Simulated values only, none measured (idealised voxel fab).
Process module, titled voxel transistor to metal
Cross-section cut spans 165 nm and uses square cells 5 nm in size.
How to read a cross-section here: the picture is a grid of square cells, written as bands going from the top down, and any band can span one or more rows of cells. This entry defines a band. It first specifies the height of the band's top and the height of its bottom in nm, and then specifies the band's materials from left to right, stating each material with its width in nm. The word "throughout" identifies a single material that fills the band from edge to edge, while the word "empty" identifies empty space. Where do heights start? At 0: under that level the wafer as delivered is made of one material only. And the lowest band has no floor; it just carries on downward, as in "0 nm and below". Width "30..40": first value at the band's top row of cells, second value at its bottom row, equal change from row to row. It should be understood that the words "remained unchanged", when stated for a given step, signify that the cross-section underwent no change in any of its cells during that step. Entry "Enclosed void entries" = empty spaces >= 8 cells with no open way to the top; each as width x height at distance, distance from left edge, all nm. On each step's line, the part that comes after the settings is the simulator's own comment on the step. The "overlay nm" setting may appear on a step's line; for a step that uses a mask, it gives how far to the right of its planned position the mask lay, and a negative value indicates the left.
Steps in the process plan
| 1 | op RECEIVE | material Si |
| 2 | op OXIDIZE | depth nm 5 |
| 3 | op CONFORMAL_DEP | material SiN | thk nm 15 |
| 4 | op DIRECTIONAL_DEP | material aC | thk nm 10 |
| 5 | op PATTERN | tone cover | mask id ACTIVE | material resist | width nm 115 | thk nm 30 | overlay nm 0 |
| 6 | op DIRECTIONAL_ETCH | etch materials aC | depth nm 10 |
| 7 | op STRIP | etch materials resist |
| 8 | op DIRECTIONAL_ETCH | etch materials SiN | depth nm 15 |
| 9 | op DIRECTIONAL_ETCH | etch materials SiO2 | depth nm 5 |
| 10 | op DIRECTIONAL_ETCH | etch materials Si | depth nm 20 |
| 11 | op STRIP | etch materials aC |
| 12 | op OXIDIZE | depth nm 5 |
| 13 | op FILL_DEP | material SiO2 | thk nm 15 |
| 14 | op CMP | height nm 15 |
| 15 | op SELECTIVE_ETCH | etch materials SiO2 | depth nm 10 |
| 16 | op STRIP | etch materials SiN |
| 17 | op SELECTIVE_ETCH | etch materials SiO2 | depth nm 5 |
| 18 | op OXIDIZE | depth nm 5 |
| 19 | op DIRECTIONAL_DEP | material polySi | thk nm 20 |
| 20 | op DIRECTIONAL_DEP | material SiCN | thk nm 15 |
| 21 | op MASKED_ETCH | tone cover | mask id GATE | width nm 25 | etch materials SiCN | depth nm 25 | overlay nm 0 |
| 22 | op MASKED_ETCH | tone cover | mask id GATE | width nm 25 | etch materials polySi | depth nm 30 | overlay nm 0 |
| 23 | op CONFORMAL_DEP | material SiO2 | thk nm 5 |
| 24 | op DIRECTIONAL_ETCH | etch materials SiO2 | depth nm 5 |
| 25 | op CONFORMAL_DEP | material SiN | thk nm 5 |
| 26 | op DIRECTIONAL_ETCH | etch materials SiN | depth nm 5 |
| 27 | op DIRECTIONAL_ETCH | etch materials SiO2 | depth nm 5 |
| 28 | op DIRECTIONAL_ETCH | etch materials Si | depth nm 5 |
| 29 | op EPI | material SiGe | thk nm 10 |
| 30 | op FILL_DEP | material SiO2 | thk nm 5 |
| 31 | op CMP | height nm 15 |
| 32 | op STRIP | etch materials polySi |
| 33 | op SELECTIVE_ETCH | etch materials SiO2 | depth nm 5 |
| 34 | op CONFORMAL_DEP | material HfO2 | thk nm 5 |
| 35 | op CONFORMAL_DEP | material TiN | thk nm 5 |
| 36 | op FILL_DEP | material W | thk nm 5 |
| 37 | op CMP | height nm 10 |
| 38 | op DIRECTIONAL_DEP | material SiO2 | thk nm 15 |
| 39 | op PATTERN | tone open | mask id CONTACT | material resist | width nm 15 | pitch nm 80 | thk nm 15 | overlay nm 0 |
| 40 | op DIRECTIONAL_ETCH | etch materials SiO2 | depth nm 30 |
| 41 | op STRIP | etch materials resist |
| 42 | op CONFORMAL_DEP | material TiN | thk nm 5 |
| 43 | op FILL_DEP | material Ru | thk nm 5 |
| 44 | op CMP | height nm 25 |
| 45 | op DIRECTIONAL_DEP | material TiN | thk nm 5 |
| 46 | op DIRECTIONAL_DEP | material Ru | thk nm 15 |
| 47 | op MASKED_ETCH | tone cover | mask id METAL_1 | width nm 15 | pitch nm 80 | etch materials Ru | depth nm 15 | overlay nm 0 |
| 48 | op MASKED_ETCH | tone cover | mask id METAL_1 | width nm 15 | pitch nm 80 | etch materials TiN | depth nm 5 | overlay nm 0 |
| 49 | op CONFORMAL_DEP | material SiN | thk nm 5 |
| 50 | op FILL_DEP | material SiO2 | thk nm 5 |
| 51 | op CMP | height nm 45 |
| 52 | op CONFORMAL_DEP | material SiCN | thk nm 5 |
| 53 | op DIRECTIONAL_DEP | material SiO2 | thk nm 35 |
| 54 | op PATTERN | tone open | mask id METAL_2 | material resist | width nm 15 | pitch nm 80 | thk nm 20 | overlay nm 0 |
| 55 | op DIRECTIONAL_ETCH | etch materials SiO2 | depth nm 20 |
| 56 | op STRIP | etch materials resist |
| 57 | op PATTERN | tone open | mask id METAL_2_HOLES | material resist | width nm 15 | pitch nm 80 | thk nm 15 | overlay nm 0 |
| 58 | op DIRECTIONAL_ETCH | etch materials SiO2 | depth nm 15 |
| 59 | op DIRECTIONAL_ETCH | etch materials SiCN | depth nm 5 |
| 60 | op STRIP | etch materials resist |
| 61 | op CONFORMAL_DEP | material TiN | thk nm 5 |
| 62 | op FILL_DEP | material Cu | thk nm 5 |
| 63 | op CMP | height nm 85 |
| 64 | op CONFORMAL_DEP | material SiCN | thk nm 5 |
Delivered wafer in cross-section: state after step 1
- 0 nm and below | Si throughout
- Enclosed void entries: none
Wafer cross-section at end of module: start and plan as shown above, one execution error
- 90 nm to 85 nm | SiCN throughout
- 85 nm to 50 nm | SiO2 35 / TiN 5 / Cu 5 / TiN 5 / SiO2 65 / TiN 5 / Cu 5 / TiN 5 / SiO2 35
- 50 nm to 45 nm | SiCN 35 / TiN 15 / SiCN 65 / TiN 15 / SiCN 35
- 45 nm to 30 nm | SiO2 30 / SiN 5 / Ru 15 / SiN 5 / SiO2 55 / SiN 5 / Ru 15 / SiN 5 / SiO2 30
- 30 nm to 25 nm | SiN 35 / TiN 15 / SiN 65 / TiN 15 / SiN 35
- 25 nm to 20 nm | W 50 / TiN 25 / W 15 / TiN 25 / W 50
- 20 nm to 15 nm | TiN 55 / HfO2 15 / TiN 5 / W 15 / TiN 5 / HfO2 15 / TiN 55
- 15 nm to 10 nm | HfO2 60 / SiN 5 / HfO2 5 / TiN 5 / W 15 / TiN 5 / HfO2 5 / SiN 5 / HfO2 60
- 10 nm to 0 nm | SiO2 60 / SiN 5 / HfO2 5 / TiN 5 / W 15 / TiN 5 / HfO2 5 / SiN 5 / SiO2 60
- 0 nm to -5 nm | SiO2 25 / SiN 5 / SiO2 20 / SiGe 10 / SiN 5 / HfO2 5 / TiN 25 / HfO2 5 / SiN 5 / SiGe 10 / SiO2 20 / SiN 5 / SiO2 25
- -5 nm to -10 nm | SiO2 30 / SiGe 30 / SiO2 5 / HfO2 35 / SiO2 5 / SiGe 30 / SiO2 30
- -10 nm to -15 nm | SiO2 30 / SiGe 30 / Si 45 / SiGe 30 / SiO2 30
- -15 nm to -30 nm | SiO2 30 / Si 105 / SiO2 30
- -30 nm and below | Si throughout
- Enclosed void entries: none
what went wrong: no execution of plan step 37; skipped
